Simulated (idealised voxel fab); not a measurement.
This section sets out a process module, namely voxel gate over fins.
The width of the displayed cross-section, cut, is 250 nm; its cells are square, with a size of 5 nm.
We lay out every cross-section as a grid of square cells and spell it out in bands from the top down, where one band means one or more rows of cells.
First you get the band's top height and its bottom height, in nm, and then the materials it's made of, left to right, with each width in nm. If you see a single material with "full width", that one covers the band edge to edge. "blank" is empty space.
For the purposes of this specification, 0 denotes the height below which the wafer in its as-received condition is composed wholly of one material, and the lowermost band, lacking a lower limit, extends downward without end, as expressed in "0..down".
You'd read "30 to 40" like this: the band's top row of cells is as wide as the first number, its bottom row is as wide as the second, and going down, every row changes width by the same amount as the row before did.
Where a step carries "nothing altered", the cross-section came out of it unchanged, cell for cell.
Heads up: "Sealed void inventory" only lists the empty pockets with no open path to the top that are 8 cells or more, and it writes them as width x height at distance, distance from the left edge, in nm.
On each step's line, the part that comes after the settings is the simulator's own comment on the step.
The optional step-line setting "overlay nm" applies to steps with a mask and quantifies how far to the right of its planned location the mask lay, a negative value indicating leftward placement.

[Intended process steps]
step 1: op RECEIVE | material Si
step 2: op CONFORMAL_DEP | material SiN | thk nm 5
step 3: op PATTERN | tone cover | mask id FINS | material resist | width nm 15 | pitch nm 35 | thk nm 20 | overlay nm 0
step 4: op DIRECTIONAL_ETCH | etch materials SiN | depth nm 5
step 5: op DIRECTIONAL_ETCH | etch materials Si | depth nm 30
step 6: op STRIP | etch materials resist
step 7: op FILL_DEP | material SiO2 | thk nm 10
step 8: op CMP | height nm 5
step 9: op SELECTIVE_ETCH | etch materials SiO2 | depth nm 15
step 10: op STRIP | etch materials SiN
step 11: op CONFORMAL_DEP | material HfO2 | thk nm 5
step 12: op CONFORMAL_DEP | material TiN | thk nm 5
step 13: op FILL_DEP | material W | thk nm 15
step 14: op CMP | height nm 20
step 15: op CONFORMAL_DEP | material SiN | thk nm 5

[Shown in cross-section is the wafer as received, that is, as it stands after step 1]
    0..down: Si full width
    Sealed void inventory: none

[End-of-module XS, first of two wafers, run as planned]
    25..20: SiN full width
    20..10: W full width
    10..5: W 70; TiN 105; W 75
    5..0: W 70; TiN 5; HfO2 25; TiN 10; HfO2 25; TiN 10; HfO2 25; TiN 5; W 75
    0..-5: TiN 75; HfO2 5; Si 15; HfO2 5; TiN 10; HfO2 5; Si 15; HfO2 5; TiN 10; HfO2 5; Si 15; HfO2 5; TiN 80
    -5..-10: HfO2 80; Si 15; HfO2 20; Si 15; HfO2 20; Si 15; HfO2 85
    -10..-30: SiO2 80; Si 15; SiO2 20; Si 15; SiO2 20; Si 15; SiO2 85
    -30..down: Si full width
    Sealed void inventory: none

[So this is wafer number two of the two, cut at the end of the module - it started where the first did and had the same plan, we just got one thing wrong running it]
    25..20: SiN full width
    20..10: W full width
    10..5: W 70; HfO2 105; W 75
    5..0: W 70; HfO2 5; TiN 25; HfO2 10; TiN 25; HfO2 10; TiN 25; HfO2 5; W 75
    0..-5: HfO2 75; TiN 5; Si 15; TiN 5; HfO2 10; TiN 5; Si 15; TiN 5; HfO2 10; TiN 5; Si 15; TiN 5; HfO2 80
    -5..-10: TiN 80; Si 15; TiN 20; Si 15; TiN 20; Si 15; TiN 85
    -10..-30: SiO2 80; Si 15; SiO2 20; Si 15; SiO2 20; Si 15; SiO2 85
    -30..down: Si full width
    Sealed void inventory: none
Which mistake was made when the wafer was run? deviation from plan: step 12 and step 11 executed in one another's positions
At the close, every material occupies the same number of cells on the second wafer as on the first, only in different positions.
